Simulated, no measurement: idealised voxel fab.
process module | voxel released beams
cross-section cut | 245 nm wide | cells 5 nm
A cross-section is a grid of square cells, given in bands from the top down. A band is one or more rows of cells.
Each band's line starts with the height of the band's top and of its bottom, in nm. Then come its materials from left to right, each with its width in nm. One material with "throughout" fills the band from edge to edge. "air" is empty space.
Height 0 is the level under which the wafer as received is all one material. The lowest band goes on downwards, as in "0 down".
A width such as "30 to 40" changes by the same amount from each row of cells to the next, from the band's top row to its bottom row.
"no change" after a step means that no cell of the cross-section changed.
closed voids: empty space of 8 cells or more with no open way to the top, each as width x height at its distance from the left edge, in nm
after a step's settings: what the simulator itself notes on the step
overlay nm, on a step with a mask: how far to the right of its planned place the mask lay; to the left if negative
plan
1 op RECEIVE | material Si
2 op CONFORMAL_DEP | material SiN | thk nm 10
3 op DIRECTIONAL_DEP | material SiO2 | thk nm 15
4 op MASKED_ETCH | tone open | mask id ANCHOR | width nm 35 | etch materials SiO2 | depth nm 15 | overlay nm 0
5 op CONFORMAL_DEP | material W | thk nm 10
6 op MASKED_ETCH | tone cover | mask id BEAM | width nm 85 | etch materials W | depth nm 10 | overlay nm 0
7 op STRIP | etch materials SiO2
as received, after step 1
  0 down: Si throughout
  closed voids: none
a wafer at the end: this start, this plan, one mistake
  25 to 15: air 75 | W 15 | air 15 | W 55 | air 85
  15 to 10: air 80 | W 10 | air 15 | W 10 | air 130
  10 to 0: air 80 | W 35 | air 130
  0 down: Si throughout
  closed voids: none
what went wrong: step 2 was left out
